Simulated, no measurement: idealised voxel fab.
The process module that follows is named voxel self aligned contacts.
The width of the displayed cross-section, cut, is 235 nm; its cells are square, with a size of 5 nm.
Cross-section, as written here: a square-cell grid given band by band from the top down, where a band holds one or more rows of cells.
What a band's entry tells you: where the top is and where the bottom is, as heights in nm, and after that what lies inside, material by material from left to right, each with its width in nm. Empty space is written as the word "blank", and a single material marked with the word "everywhere" occupies the band from edge to edge.
Height datum 0, below which the as-received substrate wafer is one material. Lowest band open at the bottom, running downward: "0 -> down".
The expression "30->40" gives the width at the extremes of the band, the first number at its top row of cells and the second at its bottom row, with the width changing by equal amounts from each row to the next in between.
What does "identical to before" mean for a step? It means no cell of the cross-section changed in that step.
If an empty space has no open way to the top and is at least 8 cells in size, "Catalogued sealed voids" lists it, written width x height at distance, where distance is measured from the left edge and every value is in nm.
Formally, on a step line, whatever follows the settings is a remark that the simulator itself makes on the step.
Among the settings permitted on a step's line is "overlay nm"; applied to a step with a mask, it specifies the extent to which the mask lay to the right of its planned position, whereas a negative figure signifies a position to the left.
Process steps (planned):
1) RECEIVE with material Si
2) OXIDIZE with depth nm 5
3) DIRECTIONAL_DEP with material polySi, thk nm 20
4) DIRECTIONAL_DEP with material SiN, thk nm 15
5) DIRECTIONAL_DEP with material aC, thk nm 15
6) PATTERN with tone cover, mask id GATE, material resist, width nm 35, pitch nm 60, thk nm 30, overlay nm 0
7) DIRECTIONAL_ETCH with etch materials aC, depth nm 15
8) STRIP with etch materials resist
9) DIRECTIONAL_ETCH with etch materials SiN, depth nm 15
10) DIRECTIONAL_ETCH with etch materials polySi, depth nm 20
11) STRIP with etch materials aC
12) CONFORMAL_DEP with material SiN, thk nm 5
13) DIRECTIONAL_ETCH with etch materials SiN, depth nm 5
14) FILL_DEP with material SiO2, thk nm 10
15) CMP with height nm 40
16) DIRECTIONAL_DEP with material aC, thk nm 10
17) PATTERN with tone open, mask id CONTACT, material resist, width nm 35, thk nm 30, overlay nm 0
18) DIRECTIONAL_ETCH with etch materials aC, depth nm 10
19) STRIP with etch materials resist
20) DIRECTIONAL_ETCH with etch materials SiO2, depth nm 45
21) STRIP with etch materials aC
22) CONFORMAL_DEP with material TiN, thk nm 5
23) FILL_DEP with material Ru, thk nm 10
24) CMP with height nm 40
25) CONFORMAL_DEP with material SiN, thk nm 5
Cross-section, incoming material, after step 1:
- 0 -> down  Si everywhere
- Catalogued sealed voids: none
First of two wafers at the end of the module, shown in cross-section; run carried out as planned:
- 45 -> 40  SiN everywhere
- 40 -> 35  100 of SiO2, 15 of TiN, 5 of Ru, 15 of TiN, 100 of SiO2
- 35 -> 20  65 of SiO2, 45 of SiN, 5 of TiN, 5 of Ru, 5 of TiN, 45 of SiN, 65 of SiO2
- 20 -> 0  65 of SiO2, 5 of SiN, 35 of polySi, 5 of SiN, 5 of TiN, 5 of Ru, 5 of TiN, 5 of SiN, 35 of polySi, 5 of SiN, 65 of SiO2
- 0 -> -5  110 of SiO2, 15 of TiN, 110 of SiO2
- -5 -> down  Si everywhere
- Catalogued sealed voids: none
Wafer two, sectioned after the module: the first wafer's start, the first wafer's plan, and one mistake in how it was run:
- 45 -> 40  SiN everywhere
- 40 -> 35  60 of Ru, 40 of TiN, 35 of SiO2, 40 of TiN, 60 of Ru
- 35 -> 20  60 of Ru, 5 of TiN, 45 of SiN, 15 of SiO2, 45 of SiN, 5 of TiN, 60 of Ru
- 20 -> 0  60 of Ru, 5 of TiN, 5 of SiN, 35 of polySi, 5 of SiN, 15 of SiO2, 5 of SiN, 35 of polySi, 5 of SiN, 5 of TiN, 60 of Ru
- 0 -> -5  65 of TiN, 105 of SiO2, 65 of TiN
- -5 -> down  Si everywhere
- Catalogued sealed voids: none
The mistake made against the process plan was this: step 17 ran with different settings than intended, the actual operation and settings being PATTERN with tone cover, mask id CONTACT, material resist, width nm 35, thk nm 30, overlay nm 0
End of process, cell counts, second wafer against first, materials with more or fewer: Ru: 184 more | SiO2: 217 fewer | TiN: 33 more
